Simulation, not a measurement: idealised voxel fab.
Process module in this document: voxel gate over fins
Square cell edge 5 nm, section width 215 nm, ID cut.
Cross-sections here: square-cell grids, written as top-down lists of bands, a band being one or more rows of cells.
First you get the band's top height and its bottom height, in nm, and then the materials it's made of, left to right, with each width in nm. If you see a single material with "full width", that one covers the band edge to edge. "air" is empty space.
Measure heights from 0. That's the level where, below it, the as-received wafer is all one material. The lowest band is bottomless and extends downward; write it as in "0..down".
The width entry "30 to 40" should be interpreted row by row: the top row of cells in the band takes the first number, the bottom row takes the second number, and the change between adjacent rows is uniform throughout.
"stayed the same" means the step left every cell of the cross-section as it was.
Closed empty spaces (no open way to the top) of 8 cells or more are what "Fully closed voids" lists, each as width x height at distance from the left edge, nm for all three.
Where a step's line continues beyond its settings, the continuation is a remark by the simulator itself on that step.
Each step line may optionally specify "overlay nm", which for a step with a mask gives the rightward distance between the mask's planned place and where it lay, a negative value indicating the leftward direction.
Below is the list of planned process steps
1. RECEIVE with material Si
2. CONFORMAL_DEP with material SiN, thk nm 5
3. MASKED_ETCH with tone cover, mask id FINS, width nm 15, pitch nm 40, etch materials SiN, depth nm 5, overlay nm 0
4. MASKED_ETCH with tone cover, mask id FINS, width nm 15, pitch nm 40, etch materials Si, depth nm 35, overlay nm 0
5. FILL_DEP with material SiO2, thk nm 15
6. CMP with height nm 5
7. SELECTIVE_ETCH with etch materials SiO2, depth nm 20
8. STRIP with etch materials SiN
9. CONFORMAL_DEP with material HfO2, thk nm 5
10. CONFORMAL_DEP with material TiN, thk nm 5
11. FILL_DEP with material W, thk nm 15
12. CMP with height nm 20
13. CONFORMAL_DEP with material SiN, thk nm 5
Don't read the plan's width nm for step 3 as applying to every wafer: that's the first wafer's value, and the wafers differ in it, though they all start identical.
As-received state after step 1, first of several wafers, cross-section
	0..down: Si full width
	Fully closed voids: none
At the end of the module, after its last step, step 13, the first of several wafers appears in cross-section as follows
	25..20: SiN full width
	20..10: W full width
	10..5: 70 of W, then 35 of TiN, then 5 of W, then 35 of TiN, then 70 of W
	5..0: 70 of W, then 5 of TiN, then 25 of HfO2, then 5 of TiN, then 5 of W, then 5 of TiN, then 25 of HfO2, then 5 of TiN, then 70 of W
	0..-5: 70 of W, then 5 of TiN, then 5 of HfO2, then 15 of Si, then 5 of HfO2, then 5 of TiN, then 5 of W, then 5 of TiN, then 5 of HfO2, then 15 of Si, then 5 of HfO2, then 5 of TiN, then 70 of W
	-5..-10: 75 of TiN, then 5 of HfO2, then 15 of Si, then 5 of HfO2, then 15 of TiN, then 5 of HfO2, then 15 of Si, then 5 of HfO2, then 75 of TiN
	-10..-15: 80 of HfO2, then 15 of Si, then 25 of HfO2, then 15 of Si, then 80 of HfO2
	-15..-35: 80 of SiO2, then 15 of Si, then 25 of SiO2, then 15 of Si, then 80 of SiO2
	-35..down: Si full width
	Fully closed voids: none
The module's end: a cross-section of the last wafer
	25..20: SiN full width
	20..10: W full width
	10..5: 65 of W, then 85 of TiN, then 65 of W
	5..0: 65 of W, then 5 of TiN, then 35 of HfO2, then 5 of TiN, then 35 of HfO2, then 5 of TiN, then 65 of W
	0..-5: 65 of W, then 5 of TiN, then 5 of HfO2, then 25 of Si, then 5 of HfO2, then 5 of TiN, then 5 of HfO2, then 25 of Si, then 5 of HfO2, then 5 of TiN, then 65 of W
	-5..-10: 70 of TiN, then 5 of HfO2, then 25 of Si, then 5 of HfO2, then 5 of TiN, then 5 of HfO2, then 25 of Si, then 5 of HfO2, then 70 of TiN
	-10..-15: 75 of HfO2, then 25 of Si, then 15 of HfO2, then 25 of Si, then 75 of HfO2
	-15..-35: 75 of SiO2, then 25 of Si, then 15 of SiO2, then 25 of Si, then 75 of SiO2
	-35..down: Si full width
	Fully closed voids: none
So in this table every wafer gets its own row, and what you see is where it stands at the end of the module: for each material, how many cells it picked up (+) or gave up (-) since we received it, and after that its closed voids
width nm 15; +55 HfO2; -259 Si; +43 SiN; +148 SiO2; +55 TiN; +173 W; Fully closed voids: none
width nm 20; +55 HfO2; -245 Si; +43 SiN; +140 SiO2; +55 TiN; +167 W; Fully closed voids: none
width nm 25; +55 HfO2; -231 Si; +43 SiN; +132 SiO2; +52 TiN; +164 W; Fully closed voids: none
